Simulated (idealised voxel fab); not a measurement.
Module name: voxel wiring stack (process module)
We display cut, a cross-section 240 nm in width whose square cells are each 5 nm.
Cross-section, as written here: a square-cell grid given band by band from the top down, where a band holds one or more rows of cells. Look at the band entry: it leads with the top's height and the bottom's height in nm. Then it lists the materials left to right, with a width in nm for each. The word "throughout" on a single material says that material fills the band edge to edge. The word "empty" is empty space. For the purposes of this specification, 0 denotes the height below which the wafer in its as-received condition is composed wholly of one material, and the lowermost band, lacking a lower limit, extends downward without end, as expressed in "0..down". The notation "30 to 40" denotes a width that varies across the rows of cells in the band, beginning at the first number in the top row, finishing at the second number in the bottom row, and changing by an identical amount from each row to the next. "all unchanged" -> step changed no cross-section cell. In the "Cavities, sealed" entry, you get each enclosed empty space of 8 cells or more, one with no open way to the top, written width x height at distance, distance from the left edge, in nm. Formally, on a step line, whatever follows the settings is a remark that the simulator itself makes on the step. A step's line can hold "overlay nm"; with a mask on that step, the setting says how far right of the planned place the mask lay, while a negative setting says it lay to the left.
Intended process steps
| 1 | RECEIVE | material Si |
| 2 | CONFORMAL_DEP | material SiO2 | thk nm 15 |
| 3 | DIRECTIONAL_DEP | material TiN | thk nm 5 |
| 4 | DIRECTIONAL_DEP | material W | thk nm 20 |
| 5 | DIRECTIONAL_DEP | material aC | thk nm 15 |
| 6 | PATTERN | tone cover | mask id METAL_1 | material resist | width nm 20 | pitch nm 40 | thk nm 35 | overlay nm 0 |
| 7 | DIRECTIONAL_ETCH | etch materials aC | depth nm 15 |
| 8 | STRIP | etch materials resist |
| 9 | DIRECTIONAL_ETCH | etch materials W | depth nm 20 |
| 10 | DIRECTIONAL_ETCH | etch materials TiN | depth nm 5 |
| 11 | STRIP | etch materials aC |
| 12 | CONFORMAL_DEP | material SiCN | thk nm 5 |
| 13 | FILL_DEP | material lowk | thk nm 5 |
| 14 | CMP | height nm 40 |
| 15 | CONFORMAL_DEP | material SiCN | thk nm 5 |
| 16 | DIRECTIONAL_DEP | material lowk | thk nm 20 |
| 17 | DIRECTIONAL_DEP | material aC | thk nm 15 |
| 18 | PATTERN | tone open | mask id PLUG_1 | material resist | width nm 15 | pitch nm 40 | thk nm 30 | overlay nm 0 |
| 19 | DIRECTIONAL_ETCH | etch materials aC | depth nm 15 |
| 20 | STRIP | etch materials resist |
| 21 | DIRECTIONAL_ETCH | etch materials lowk | depth nm 20 |
| 22 | DIRECTIONAL_ETCH | etch materials SiCN | depth nm 5 |
| 23 | STRIP | etch materials aC |
| 24 | EPI | material Ru | thk nm 10 |
| 25 | EPI | material Ru | thk nm 10 |
| 26 | EPI | material Ru | thk nm 5 |
| 27 | DIRECTIONAL_DEP | material TiN | thk nm 5 |
| 28 | DIRECTIONAL_DEP | material Ru | thk nm 15 |
| 29 | DIRECTIONAL_DEP | material aC | thk nm 10 |
| 30 | PATTERN | tone cover | mask id METAL_2 | material resist | width nm 20 | pitch nm 40 | thk nm 30 | overlay nm 0 |
| 31 | DIRECTIONAL_ETCH | etch materials aC | depth nm 10 |
| 32 | STRIP | etch materials resist |
| 33 | DIRECTIONAL_ETCH | etch materials Ru | depth nm 15 |
| 34 | DIRECTIONAL_ETCH | etch materials TiN | depth nm 5 |
| 35 | STRIP | etch materials aC |
| 36 | FILL_DEP | material SiO2 | thk nm 10 |
| 37 | CMP | height nm 85 |
| 38 | CONFORMAL_DEP | material SiN | thk nm 5 |
The first of a set of two wafers, run to plan
This is the cross-section of the wafer as we received it, i.e. after step 1
    0..down | Si throughout
    Cavities, sealed: none
Cross-section through the wafer, step 2 finished
    15..0 | SiO2 throughout
    Rest of section, below 0: as before.
Cross-section through the wafer, step 3 finished
    20..15 | TiN throughout
    Rest of section, below 15: as before.
Cross-section through the wafer, step 4 finished
    40..20 | W throughout
    Rest of section, below 20: as before.
Cross-section through the wafer, step 5 finished
    55..40 | aC throughout
    Rest of section, below 40: as before.
Cross-section through the wafer, step 6 finished
    90..55 | 50 nm empty, then 20 nm resist, then 20 nm empty, then 20 nm resist, then 20 nm empty, then 20 nm resist, then 20 nm empty, then 20 nm resist, then 50 nm empty
    Rest of section, below 55: as before.
Cross-section through the wafer, step 7 finished
    75..55 | 50 nm empty, then 20 nm resist, then 20 nm empty, then 20 nm resist, then 20 nm empty, then 20 nm resist, then 20 nm empty, then 20 nm resist, then 50 nm empty
    55..40 | 50 nm empty, then 20 nm aC, then 20 nm empty, then 20 nm aC, then 20 nm empty, then 20 nm aC, then 20 nm empty, then 20 nm aC, then 50 nm empty
    Rest of section, below 40: as before.
Cross-section through the wafer, step 8 finished
    55..40 | 50 nm empty, then 20 nm aC, then 20 nm empty, then 20 nm aC, then 20 nm empty, then 20 nm aC, then 20 nm empty, then 20 nm aC, then 50 nm empty
    Rest of section, below 40: as before.
Cross-section through the wafer, step 9 finished
    55..40 | 50 nm empty, then 20 nm aC, then 20 nm empty, then 20 nm aC, then 20 nm empty, then 20 nm aC, then 20 nm empty, then 20 nm aC, then 50 nm empty
    40..20 | 50 nm empty, then 20 nm W, then 20 nm empty, then 20 nm W, then 20 nm empty, then 20 nm W, then 20 nm empty, then 20 nm W, then 50 nm empty
    Rest of section, below 20: as before.
Cross-section through the wafer, step 10 finished
    55..40 | 50 nm empty, then 20 nm aC, then 20 nm empty, then 20 nm aC, then 20 nm empty, then 20 nm aC, then 20 nm empty, then 20 nm aC, then 50 nm empty
    40..20 | 50 nm empty, then 20 nm W, then 20 nm empty, then 20 nm W, then 20 nm empty, then 20 nm W, then 20 nm empty, then 20 nm W, then 50 nm empty
    20..15 | 50 nm empty, then 20 nm TiN, then 20 nm empty, then 20 nm TiN, then 20 nm empty, then 20 nm TiN, then 20 nm empty, then 20 nm TiN, then 50 nm empty
    Rest of section, below 15: as before.
Cross-section through the wafer, step 11 finished
    40..20 | 50 nm empty, then 20 nm W, then 20 nm empty, then 20 nm W, then 20 nm empty, then 20 nm W, then 20 nm empty, then 20 nm W, then 50 nm empty
    Rest of section, below 20: as before.
Cross-section through the wafer, step 12 finished
    45..40 | 45 nm empty, then 30 nm SiCN, then 10 nm empty, then 30 nm SiCN, then 10 nm empty, then 30 nm SiCN, then 10 nm empty, then 30 nm SiCN, then 45 nm empty
    40..20 | 45 nm empty, then 5 nm SiCN, then 20 nm W, then 5 nm SiCN, then 10 nm empty, then 5 nm SiCN, then 20 nm W, then 5 nm SiCN, then 10 nm empty, then 5 nm SiCN, then 20 nm W, then 5 nm SiCN, then 10 nm empty, then 5 nm SiCN, then 20 nm W, then 5 nm SiCN, then 45 nm empty
    20..15 | 50 nm SiCN, then 20 nm TiN, then 20 nm SiCN, then 20 nm TiN, then 20 nm SiCN, then 20 nm TiN, then 20 nm SiCN, then 20 nm TiN, then 50 nm SiCN
    Rest of section, below 15: as before.
Cross-section through the wafer, step 13 finished
    50..45 | lowk throughout
    45..40 | 45 nm lowk, then 30 nm SiCN, then 10 nm lowk, then 30 nm SiCN, then 10 nm lowk, then 30 nm SiCN, then 10 nm lowk, then 30 nm SiCN, then 45 nm lowk
    40..20 | 45 nm lowk, then 5 nm SiCN, then 20 nm W, then 5 nm SiCN, then 10 nm lowk, then 5 nm SiCN, then 20 nm W, then 5 nm SiCN, then 10 nm lowk, then 5 nm SiCN, then 20 nm W, then 5 nm SiCN, then 10 nm lowk, then 5 nm SiCN, then 20 nm W, then 5 nm SiCN, then 45 nm lowk
    Rest of section, below 20: as before.
Cross-section through the wafer, step 14 finished
    40..20 | 45 nm lowk, then 5 nm SiCN, then 20 nm W, then 5 nm SiCN, then 10 nm lowk, then 5 nm SiCN, then 20 nm W, then 5 nm SiCN, then 10 nm lowk, then 5 nm SiCN, then 20 nm W, then 5 nm SiCN, then 10 nm lowk, then 5 nm SiCN, then 20 nm W, then 5 nm SiCN, then 45 nm lowk
    Rest of section, below 20: as before.
Cross-section through the wafer, step 15 finished
    45..40 | SiCN throughout
    Rest of section, below 40: as before.
Cross-section through the wafer, step 16 finished
    65..45 | lowk throughout
    Rest of section, below 45: as before.
Cross-section through the wafer, step 17 finished
    80..65 | aC throughout
    Rest of section, below 65: as before.
Cross-section through the wafer, step 18 finished
    110..80 | 50 nm resist, then 15 nm empty, then 25 nm resist, then 15 nm empty, then 25 nm resist, then 15 nm empty, then 25 nm resist, then 15 nm empty, then 55 nm resist
    Rest of section, below 80: as before.
Cross-section through the wafer, step 19 finished
    95..80 | 50 nm resist, then 15 nm empty, then 25 nm resist, then 15 nm empty, then 25 nm resist, then 15 nm empty, then 25 nm resist, then 15 nm empty, then 55 nm resist
    80..65 | 50 nm aC, then 15 nm empty, then 25 nm aC, then 15 nm empty, then 25 nm aC, then 15 nm empty, then 25 nm aC, then 15 nm empty, then 55 nm aC
    Rest of section, below 65: as before.
Cross-section through the wafer, step 20 finished
    80..65 | 50 nm aC, then 15 nm empty, then 25 nm aC, then 15 nm empty, then 25 nm aC, then 15 nm empty, then 25 nm aC, then 15 nm empty, then 55 nm aC
    Rest of section, below 65: as before.
Cross-section through the wafer, step 21 finished
    80..65 | 50 nm aC, then 15 nm empty, then 25 nm aC, then 15 nm empty, then 25 nm aC, then 15 nm empty, then 25 nm aC, then 15 nm empty, then 55 nm aC
    65..45 | 50 nm lowk, then 15 nm empty, then 25 nm lowk, then 15 nm empty, then 25 nm lowk, then 15 nm empty, then 25 nm lowk, then 15 nm empty, then 55 nm lowk
    Rest of section, below 45: as before.
Cross-section through the wafer, step 22 finished
    80..65 | 50 nm aC, then 15 nm empty, then 25 nm aC, then 15 nm empty, then 25 nm aC, then 15 nm empty, then 25 nm aC, then 15 nm empty, then 55 nm aC
    65..45 | 50 nm lowk, then 15 nm empty, then 25 nm lowk, then 15 nm empty, then 25 nm lowk, then 15 nm empty, then 25 nm lowk, then 15 nm empty, then 55 nm lowk
    45..40 | 50 nm SiCN, then 15 nm empty, then 25 nm SiCN, then 15 nm empty, then 25 nm SiCN, then 15 nm empty, then 25 nm SiCN, then 15 nm empty, then 55 nm SiCN
    Rest of section, below 40: as before.
Cross-section through the wafer, step 23 finished
    65..45 | 50 nm lowk, then 15 nm empty, then 25 nm lowk, then 15 nm empty, then 25 nm lowk, then 15 nm empty, then 25 nm lowk, then 15 nm empty, then 55 nm lowk
    Rest of section, below 45: as before.
Cross-section through the wafer, step 24 finished
    65..50 | 50 nm lowk, then 15 nm empty, then 25 nm lowk, then 15 nm empty, then 25 nm lowk, then 15 nm empty, then 25 nm lowk, then 15 nm empty, then 55 nm lowk
    50..45 | 50 nm lowk, then 15 nm Ru, then 25 nm lowk, then 15 nm Ru, then 25 nm lowk, then 15 nm Ru, then 25 nm lowk, then 15 nm Ru, then 55 nm lowk
    45..40 | 50 nm SiCN, then 15 nm Ru, then 25 nm SiCN, then 15 nm Ru, then 25 nm SiCN, then 15 nm Ru, then 25 nm SiCN, then 15 nm Ru, then 55 nm SiCN
    Rest of section, below 40: as before.
Cross-section through the wafer, step 25 finished
    65..60 | 50 nm lowk, then 15 nm empty, then 25 nm lowk, then 15 nm empty, then 25 nm lowk, then 15 nm empty, then 25 nm lowk, then 15 nm empty, then 55 nm lowk
    60..45 | 50 nm lowk, then 15 nm Ru, then 25 nm lowk, then 15 nm Ru, then 25 nm lowk, then 15 nm Ru, then 25 nm lowk, then 15 nm Ru, then 55 nm lowk
    Rest of section, below 45: as before.
Cross-section through the wafer, step 26 finished
    65..45 | 50 nm lowk, then 15 nm Ru, then 25 nm lowk, then 15 nm Ru, then 25 nm lowk, then 15 nm Ru, then 25 nm lowk, then 15 nm Ru, then 55 nm lowk
    Rest of section, below 45: as before.
Cross-section through the wafer, step 27 finished
    70..65 | TiN throughout
    Rest of section, below 65: as before.
Cross-section through the wafer, step 28 finished
    85..70 | Ru throughout
    Rest of section, below 70: as before.
Cross-section through the wafer, step 29 finished
    95..85 | aC throughout
    Rest of section, below 85: as before.
Cross-section through the wafer, step 30 finished
    125..95 | 50 nm empty, then 20 nm resist, then 20 nm empty, then 20 nm resist, then 20 nm empty, then 20 nm resist, then 20 nm empty, then 20 nm resist, then 50 nm empty
    Rest of section, below 95: as before.
Cross-section through the wafer, step 31 finished
    115..95 | 50 nm empty, then 20 nm resist, then 20 nm empty, then 20 nm resist, then 20 nm empty, then 20 nm resist, then 20 nm empty, then 20 nm resist, then 50 nm empty
    95..85 | 50 nm empty, then 20 nm aC, then 20 nm empty, then 20 nm aC, then 20 nm empty, then 20 nm aC, then 20 nm empty, then 20 nm aC, then 50 nm empty
    Rest of section, below 85: as before.
Cross-section through the wafer, step 32 finished
    95..85 | 50 nm empty, then 20 nm aC, then 20 nm empty, then 20 nm aC, then 20 nm empty, then 20 nm aC, then 20 nm empty, then 20 nm aC, then 50 nm empty
    Rest of section, below 85: as before.
Cross-section through the wafer, step 33 finished
    95..85 | 50 nm empty, then 20 nm aC, then 20 nm empty, then 20 nm aC, then 20 nm empty, then 20 nm aC, then 20 nm empty, then 20 nm aC, then 50 nm empty
    85..70 | 50 nm empty, then 20 nm Ru, then 20 nm empty, then 20 nm Ru, then 20 nm empty, then 20 nm Ru, then 20 nm empty, then 20 nm Ru, then 50 nm empty
    Rest of section, below 70: as before.
Cross-section through the wafer, step 34 finished
    95..85 | 50 nm empty, then 20 nm aC, then 20 nm empty, then 20 nm aC, then 20 nm empty, then 20 nm aC, then 20 nm empty, then 20 nm aC, then 50 nm empty
    85..70 | 50 nm empty, then 20 nm Ru, then 20 nm empty, then 20 nm Ru, then 20 nm empty, then 20 nm Ru, then 20 nm empty, then 20 nm Ru, then 50 nm empty
    70..65 | 50 nm empty, then 20 nm TiN, then 20 nm empty, then 20 nm TiN, then 20 nm empty, then 20 nm TiN, then 20 nm empty, then 20 nm TiN, then 50 nm empty
    Rest of section, below 65: as before.
Cross-section through the wafer, step 35 finished
    85..70 | 50 nm empty, then 20 nm Ru, then 20 nm empty, then 20 nm Ru, then 20 nm empty, then 20 nm Ru, then 20 nm empty, then 20 nm Ru, then 50 nm empty
    Rest of section, below 70: as before.
Cross-section through the wafer, step 36 finished
    95..85 | SiO2 throughout
    85..70 | 50 nm SiO2, then 20 nm Ru, then 20 nm SiO2, then 20 nm Ru, then 20 nm SiO2, then 20 nm Ru, then 20 nm SiO2, then 20 nm Ru, then 50 nm SiO2
    70..65 | 50 nm SiO2, then 20 nm TiN, then 20 nm SiO2, then 20 nm TiN, then 20 nm SiO2, then 20 nm TiN, then 20 nm SiO2, then 20 nm TiN, then 50 nm SiO2
    Rest of section, below 65: as before.
Cross-section through the wafer, step 37 finished
    85..70 | 50 nm SiO2, then 20 nm Ru, then 20 nm SiO2, then 20 nm Ru, then 20 nm SiO2, then 20 nm Ru, then 20 nm SiO2, then 20 nm Ru, then 50 nm SiO2
    Rest of section, below 70: as before.
Cross-section through the wafer, step 38 finished
    90..85 | SiN throughout
    Rest of section, below 85: as before.
second wafer: like start, like plan, one mistake. Through step 2 it matches the first wafer
Second wafer shown in cross-section at the time step 3 was slated to end
    35..15 | W throughout
    Rest of section, below 15: as before.
Second wafer shown in cross-section at the time step 4 was slated to end
    40..35 | TiN throughout
    Rest of section, below 35: as before.
Second wafer shown in cross-section at the time step 5 was slated to end
    55..40 | aC throughout
    Rest of section, below 40: as before.
Second wafer shown in cross-section at the time step 6 was slated to end
    90..55 | 50 nm empty, then 20 nm resist, then 20 nm empty, then 20 nm resist, then 20 nm empty, then 20 nm resist, then 20 nm empty, then 20 nm resist, then 50 nm empty
    Rest of section, below 55: as before.
Second wafer shown in cross-section at the time step 7 was slated to end
    75..55 | 50 nm empty, then 20 nm resist, then 20 nm empty, then 20 nm resist, then 20 nm empty, then 20 nm resist, then 20 nm empty, then 20 nm resist, then 50 nm empty
    55..40 | 50 nm empty, then 20 nm aC, then 20 nm empty, then 20 nm aC, then 20 nm empty, then 20 nm aC, then 20 nm empty, then 20 nm aC, then 50 nm empty
    Rest of section, below 40: as before.
Second wafer shown in cross-section at the time step 8 was slated to end
    55..40 | 50 nm empty, then 20 nm aC, then 20 nm empty, then 20 nm aC, then 20 nm empty, then 20 nm aC, then 20 nm empty, then 20 nm aC, then 50 nm empty
    Rest of section, below 40: as before.
Second wafer shown in cross-section at the time step 9 was slated to end: all unchanged
Second wafer shown in cross-section at the time step 10 was slated to end
    55..40 | 50 nm empty, then 20 nm aC, then 20 nm empty, then 20 nm aC, then 20 nm empty, then 20 nm aC, then 20 nm empty, then 20 nm aC, then 50 nm empty
    40..35 | 50 nm empty, then 20 nm TiN, then 20 nm empty, then 20 nm TiN, then 20 nm empty, then 20 nm TiN, then 20 nm empty, then 20 nm TiN, then 50 nm empty
    Rest of section, below 35: as before.
Second wafer shown in cross-section at the time step 11 was slated to end
    40..35 | 50 nm empty, then 20 nm TiN, then 20 nm empty, then 20 nm TiN, then 20 nm empty, then 20 nm TiN, then 20 nm empty, then 20 nm TiN, then 50 nm empty
    Rest of section, below 35: as before.
Second wafer shown in cross-section at the time step 12 was slated to end
    45..40 | 45 nm empty, then 30 nm SiCN, then 10 nm empty, then 30 nm SiCN, then 10 nm empty, then 30 nm SiCN, then 10 nm empty, then 30 nm SiCN, then 45 nm empty
    40..35 | 50 nm SiCN, then 20 nm TiN, then 20 nm SiCN, then 20 nm TiN, then 20 nm SiCN, then 20 nm TiN, then 20 nm SiCN, then 20 nm TiN, then 50 nm SiCN
    Rest of section, below 35: as before.
Second wafer shown in cross-section at the time step 13 was slated to end
    50..45 | lowk throughout
    45..40 | 45 nm lowk, then 30 nm SiCN, then 10 nm lowk, then 30 nm SiCN, then 10 nm lowk, then 30 nm SiCN, then 10 nm lowk, then 30 nm SiCN, then 45 nm lowk
    Rest of section, below 40: as before.
Second wafer shown in cross-section at the time step 14 was slated to end
    40..35 | 50 nm SiCN, then 20 nm TiN, then 20 nm SiCN, then 20 nm TiN, then 20 nm SiCN, then 20 nm TiN, then 20 nm SiCN, then 20 nm TiN, then 50 nm SiCN
    Rest of section, below 35: as before.
Second wafer shown in cross-section at the time step 15 was slated to end
    45..40 | SiCN throughout
    Rest of section, below 40: as before.
Second wafer shown in cross-section at the time step 16 was slated to end
    65..45 | lowk throughout
    Rest of section, below 45: as before.
Second wafer shown in cross-section at the time step 17 was slated to end
    80..65 | aC throughout
    Rest of section, below 65: as before.
Second wafer shown in cross-section at the time step 18 was slated to end
    110..80 | 50 nm resist, then 15 nm empty, then 25 nm resist, then 15 nm empty, then 25 nm resist, then 15 nm empty, then 25 nm resist, then 15 nm empty, then 55 nm resist
    Rest of section, below 80: as before.
Second wafer shown in cross-section at the time step 19 was slated to end
    95..80 | 50 nm resist, then 15 nm empty, then 25 nm resist, then 15 nm empty, then 25 nm resist, then 15 nm empty, then 25 nm resist, then 15 nm empty, then 55 nm resist
    80..65 | 50 nm aC, then 15 nm empty, then 25 nm aC, then 15 nm empty, then 25 nm aC, then 15 nm empty, then 25 nm aC, then 15 nm empty, then 55 nm aC
    Rest of section, below 65: as before.
Second wafer shown in cross-section at the time step 20 was slated to end
    80..65 | 50 nm aC, then 15 nm empty, then 25 nm aC, then 15 nm empty, then 25 nm aC, then 15 nm empty, then 25 nm aC, then 15 nm empty, then 55 nm aC
    Rest of section, below 65: as before.
Second wafer shown in cross-section at the time step 21 was slated to end
    80..65 | 50 nm aC, then 15 nm empty, then 25 nm aC, then 15 nm empty, then 25 nm aC, then 15 nm empty, then 25 nm aC, then 15 nm empty, then 55 nm aC
    65..45 | 50 nm lowk, then 15 nm empty, then 25 nm lowk, then 15 nm empty, then 25 nm lowk, then 15 nm empty, then 25 nm lowk, then 15 nm empty, then 55 nm lowk
    Rest of section, below 45: as before.
Second wafer shown in cross-section at the time step 22 was slated to end
    80..65 | 50 nm aC, then 15 nm empty, then 25 nm aC, then 15 nm empty, then 25 nm aC, then 15 nm empty, then 25 nm aC, then 15 nm empty, then 55 nm aC
    65..45 | 50 nm lowk, then 15 nm empty, then 25 nm lowk, then 15 nm empty, then 25 nm lowk, then 15 nm empty, then 25 nm lowk, then 15 nm empty, then 55 nm lowk
    45..40 | 50 nm SiCN, then 15 nm empty, then 25 nm SiCN, then 15 nm empty, then 25 nm SiCN, then 15 nm empty, then 25 nm SiCN, then 15 nm empty, then 55 nm SiCN
    Rest of section, below 40: as before.
Second wafer shown in cross-section at the time step 23 was slated to end
    65..45 | 50 nm lowk, then 15 nm empty, then 25 nm lowk, then 15 nm empty, then 25 nm lowk, then 15 nm empty, then 25 nm lowk, then 15 nm empty, then 55 nm lowk
    Rest of section, below 45: as before.
Second wafer shown in cross-section at the time step 24 was slated to end
    65..50 | 50 nm lowk, then 15 nm empty, then 25 nm lowk, then 15 nm empty, then 25 nm lowk, then 15 nm empty, then 25 nm lowk, then 15 nm empty, then 55 nm lowk
    50..45 | 50 nm lowk, then 15 nm Ru, then 25 nm lowk, then 15 nm Ru, then 25 nm lowk, then 15 nm Ru, then 25 nm lowk, then 15 nm Ru, then 55 nm lowk
    45..40 | 50 nm SiCN, then 15 nm Ru, then 25 nm SiCN, then 15 nm Ru, then 25 nm SiCN, then 15 nm Ru, then 25 nm SiCN, then 15 nm Ru, then 55 nm SiCN
    Rest of section, below 40: as before.
Second wafer shown in cross-section at the time step 25 was slated to end
    65..60 | 50 nm lowk, then 15 nm empty, then 25 nm lowk, then 15 nm empty, then 25 nm lowk, then 15 nm empty, then 25 nm lowk, then 15 nm empty, then 55 nm lowk
    60..45 | 50 nm lowk, then 15 nm Ru, then 25 nm lowk, then 15 nm Ru, then 25 nm lowk, then 15 nm Ru, then 25 nm lowk, then 15 nm Ru, then 55 nm lowk
    Rest of section, below 45: as before.
Second wafer shown in cross-section at the time step 26 was slated to end
    65..45 | 50 nm lowk, then 15 nm Ru, then 25 nm lowk, then 15 nm Ru, then 25 nm lowk, then 15 nm Ru, then 25 nm lowk, then 15 nm Ru, then 55 nm lowk
    Rest of section, below 45: as before.
Second wafer shown in cross-section at the time step 27 was slated to end
    70..65 | TiN throughout
    Rest of section, below 65: as before.
Second wafer shown in cross-section at the time step 28 was slated to end
    85..70 | Ru throughout
    Rest of section, below 70: as before.
Second wafer shown in cross-section at the time step 29 was slated to end
    95..85 | aC throughout
    Rest of section, below 85: as before.
Second wafer shown in cross-section at the time step 30 was slated to end
    125..95 | 50 nm empty, then 20 nm resist, then 20 nm empty, then 20 nm resist, then 20 nm empty, then 20 nm resist, then 20 nm empty, then 20 nm resist, then 50 nm empty
    Rest of section, below 95: as before.
Second wafer shown in cross-section at the time step 31 was slated to end
    115..95 | 50 nm empty, then 20 nm resist, then 20 nm empty, then 20 nm resist, then 20 nm empty, then 20 nm resist, then 20 nm empty, then 20 nm resist, then 50 nm empty
    95..85 | 50 nm empty, then 20 nm aC, then 20 nm empty, then 20 nm aC, then 20 nm empty, then 20 nm aC, then 20 nm empty, then 20 nm aC, then 50 nm empty
    Rest of section, below 85: as before.
Second wafer shown in cross-section at the time step 32 was slated to end
    95..85 | 50 nm empty, then 20 nm aC, then 20 nm empty, then 20 nm aC, then 20 nm empty, then 20 nm aC, then 20 nm empty, then 20 nm aC, then 50 nm empty
    Rest of section, below 85: as before.
Second wafer shown in cross-section at the time step 33 was slated to end
    95..85 | 50 nm empty, then 20 nm aC, then 20 nm empty, then 20 nm aC, then 20 nm empty, then 20 nm aC, then 20 nm empty, then 20 nm aC, then 50 nm empty
    85..70 | 50 nm empty, then 20 nm Ru, then 20 nm empty, then 20 nm Ru, then 20 nm empty, then 20 nm Ru, then 20 nm empty, then 20 nm Ru, then 50 nm empty
    Rest of section, below 70: as before.
Second wafer shown in cross-section at the time step 34 was slated to end
    95..85 | 50 nm empty, then 20 nm aC, then 20 nm empty, then 20 nm aC, then 20 nm empty, then 20 nm aC, then 20 nm empty, then 20 nm aC, then 50 nm empty
    85..70 | 50 nm empty, then 20 nm Ru, then 20 nm empty, then 20 nm Ru, then 20 nm empty, then 20 nm Ru, then 20 nm empty, then 20 nm Ru, then 50 nm empty
    70..65 | 50 nm empty, then 20 nm TiN, then 20 nm empty, then 20 nm TiN, then 20 nm empty, then 20 nm TiN, then 20 nm empty, then 20 nm TiN, then 50 nm empty
    Rest of section, below 65: as before.
Second wafer shown in cross-section at the time step 35 was slated to end
    85..70 | 50 nm empty, then 20 nm Ru, then 20 nm empty, then 20 nm Ru, then 20 nm empty, then 20 nm Ru, then 20 nm empty, then 20 nm Ru, then 50 nm empty
    Rest of section, below 70: as before.
Second wafer shown in cross-section at the time step 36 was slated to end
    95..85 | SiO2 throughout
    85..70 | 50 nm SiO2, then 20 nm Ru, then 20 nm SiO2, then 20 nm Ru, then 20 nm SiO2, then 20 nm Ru, then 20 nm SiO2, then 20 nm Ru, then 50 nm SiO2
    70..65 | 50 nm SiO2, then 20 nm TiN, then 20 nm SiO2, then 20 nm TiN, then 20 nm SiO2, then 20 nm TiN, then 20 nm SiO2, then 20 nm TiN, then 50 nm SiO2
    Rest of section, below 65: as before.
Second wafer shown in cross-section at the time step 37 was slated to end
    85..70 | 50 nm SiO2, then 20 nm Ru, then 20 nm SiO2, then 20 nm Ru, then 20 nm SiO2, then 20 nm Ru, then 20 nm SiO2, then 20 nm Ru, then 50 nm SiO2
    Rest of section, below 70: as before.
Second wafer shown in cross-section at the time step 38 was slated to end
    90..85 | SiN throughout
    Rest of section, below 85: as before.
In executing the process, a mistake was made relative to the plan: plan vs actual: 3 and 4 interchanged
Wafer comparison, final, in cells, second relative to first, materials more or fewer: 32 fewer of SiCN; 128 more of W; 96 fewer of lowk
